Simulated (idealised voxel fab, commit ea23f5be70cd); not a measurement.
The following is a process module called voxel capacitor over wiring.
Square cell edge 5 nm, section width 195 nm, ID cut.
The cross-sections in this document take the form of a grid made of square cells. They are written out as bands, in order from top to bottom. Each band consists of one or more rows of cells.
Heights first: top, then bottom, in nm. Then materials, left to right, each with a width in nm. "throughout" on a single material: fills the band edge to edge. "air": empty space.
It should be noted that heights are counted from 0, beneath which the wafer as supplied is of one material throughout, and that the lowest band possesses no lower boundary but continues downward, as written in "0 and below".
Width spec "30 to 40" -> top row of cells at first value, bottom row at second value, equal per-row change in between.
Key: "changes: none" - step with no changed cell in the cross-section.
The entry titled "Closed void list" provides the empty spaces that have no open way to the top, restricted to those of 8 cells or more. Each is presented as width x height at distance, the distance being measured from the left edge, with all three in nm.
On a step's line, text after the settings is the simulator commenting on that step.
On any step carrying a mask, the "overlay nm" setting, if present on the step's line, tells how far right of its planned place the mask lay; negative values point to the left.

The process steps that were planned are listed below
- 1: RECEIVE [material Si]
- 2: CONFORMAL_DEP [material SiO2] [thk nm 10]
- 3: DIRECTIONAL_DEP [material TiN] [thk nm 5]
- 4: DIRECTIONAL_DEP [material W] [thk nm 25]
- 5: DIRECTIONAL_DEP [material aC] [thk nm 15]
- 6: PATTERN [tone cover] [mask id METAL_1] [material resist] [width nm 30] [pitch nm 85] [thk nm 30] [overlay nm 0]
- 7: DIRECTIONAL_ETCH [etch materials aC] [depth nm 15]
- 8: STRIP [etch materials resist]
- 9: DIRECTIONAL_ETCH [etch materials W] [depth nm 25]
- 10: DIRECTIONAL_ETCH [etch materials TiN] [depth nm 5]
- 11: STRIP [etch materials aC]
- 12: FILL_DEP [material lowk] [thk nm 10]
- 13: CMP [height nm 40]
- 14: CONFORMAL_DEP [material SiCN] [thk nm 5]
- 15: DIRECTIONAL_DEP [material lowk] [thk nm 15]
- 16: MASKED_ETCH [tone open] [mask id PLUG_1] [width nm 15] [etch materials lowk] [depth nm 15] [overlay nm 0]
- 17: MASKED_ETCH [tone open] [mask id PLUG_1] [width nm 15] [etch materials SiCN] [depth nm 5] [overlay nm 0]
- 18: EPI [material Ru] [thk nm 10]
- 19: EPI [material Ru] [thk nm 10]
- 20: DIRECTIONAL_DEP [material TiN] [thk nm 10]
- 21: DIRECTIONAL_DEP [material Al2O3] [thk nm 5]
- 22: DIRECTIONAL_DEP [material TiN] [thk nm 10]
- 23: MASKED_ETCH [tone cover] [mask id UPPER_PLATE] [width nm 60] [etch materials TiN] [depth nm 10] [overlay nm 0]
- 24: MASKED_ETCH [tone cover] [mask id UPPER_PLATE] [width nm 60] [etch materials Al2O3] [depth nm 5] [overlay nm 0]
- 25: DIRECTIONAL_DEP [material aC] [thk nm 15]
- 26: PATTERN [tone cover] [mask id LOWER_PLATE] [material resist] [width nm 60] [thk nm 30] [overlay nm 0]
- 27: DIRECTIONAL_ETCH [etch materials aC] [depth nm 15]
- 28: STRIP [etch materials resist]
- 29: DIRECTIONAL_ETCH [etch materials TiN] [depth nm 10]
- 30: STRIP [etch materials aC]
- 31: FILL_DEP [material SiO2] [thk nm 20]
- 32: CMP [height nm 100]
- 33: PATTERN [tone open] [mask id PLUG_2] [material resist] [width nm 15] [thk nm 15] [overlay nm 0]
- 34: DIRECTIONAL_ETCH [etch materials SiO2] [depth nm 15]
- 35: STRIP [etch materials resist]
- 36: CONFORMAL_DEP [material TiN] [thk nm 5]
- 37: FILL_DEP [material W] [thk nm 5]
- 38: CMP [height nm 100]
- 39: CONFORMAL_DEP [material SiCN] [thk nm 5]
varied across the wafers: width nm of step 26. The plan shows the first wafer's value. All wafers start alike

Cross-sectional view of the first of several wafers in the as-received condition, corresponding to the state following step 1
* 0 and below | Si throughout
* Closed void list: none

Module end state after final step 39: cross-section of the first of several wafers
* 105 down to 100 | SiCN throughout
* 100 down to 90 | SiO2=65; TiN=5; W=5; TiN=5; SiO2=115
* 90 down to 85 | SiO2=65; TiN=15; SiO2=115
* 85 down to 75 | SiO2=55; TiN=60; SiO2=80
* 75 down to 70 | SiO2=55; Al2O3=60; SiO2=80
* 70 down to 60 | SiO2=55; TiN=60; SiO2=80
* 60 down to 45 | lowk=55; Ru=15; lowk=125
* 45 down to 40 | SiCN=55; Ru=15; SiCN=125
* 40 down to 15 | lowk=40; W=30; lowk=55; W=30; lowk=40
* 15 down to 10 | lowk=40; TiN=30; lowk=55; TiN=30; lowk=40
* 10 down to 0 | SiO2 throughout
* 0 and below | Si throughout
* Closed void list: none

Cross-section at module completion, last wafer
* 105 down to 100 | SiCN throughout
* 100 down to 90 | SiO2=65; TiN=5; W=5; TiN=5; SiO2=115
* 90 down to 85 | SiO2=65; TiN=15; SiO2=115
* 85 down to 75 | SiO2=55; TiN=60; SiO2=80
* 75 down to 70 | SiO2=55; Al2O3=60; SiO2=80
* 70 down to 60 | SiO2=45; TiN=85; SiO2=65
* 60 down to 45 | lowk=55; Ru=15; lowk=125
* 45 down to 40 | SiCN=55; Ru=15; SiCN=125
* 40 down to 15 | lowk=40; W=30; lowk=55; W=30; lowk=40
* 15 down to 10 | lowk=40; TiN=30; lowk=55; TiN=30; lowk=40
* 10 down to 0 | SiO2 throughout
* 0 and below | Si throughout
* Closed void list: none

Gained (+) or lost (-) cells of each material since receipt, then closed voids: one row per wafer, at the end of the module
width nm 60 | +12 Al2O3 | +12 Ru | +75 SiCN | +321 SiO2 | +67 TiN | +62 W | +270 lowk | Closed void list: none
width nm 65 | +12 Al2O3 | +12 Ru | +75 SiCN | +319 SiO2 | +69 TiN | +62 W | +270 lowk | Closed void list: none
width nm 70 | +12 Al2O3 | +12 Ru | +75 SiCN | +317 SiO2 | +71 TiN | +62 W | +270 lowk | Closed void list: none
width nm 75 | +12 Al2O3 | +12 Ru | +75 SiCN | +315 SiO2 | +73 TiN | +62 W | +270 lowk | Closed void list: none
width nm 80 | +12 Al2O3 | +12 Ru | +75 SiCN | +313 SiO2 | +75 TiN | +62 W | +270 lowk | Closed void list: none
width nm 85 | +12 Al2O3 | +12 Ru | +75 SiCN | +311 SiO2 | +77 TiN | +62 W | +270 lowk | Closed void list: none
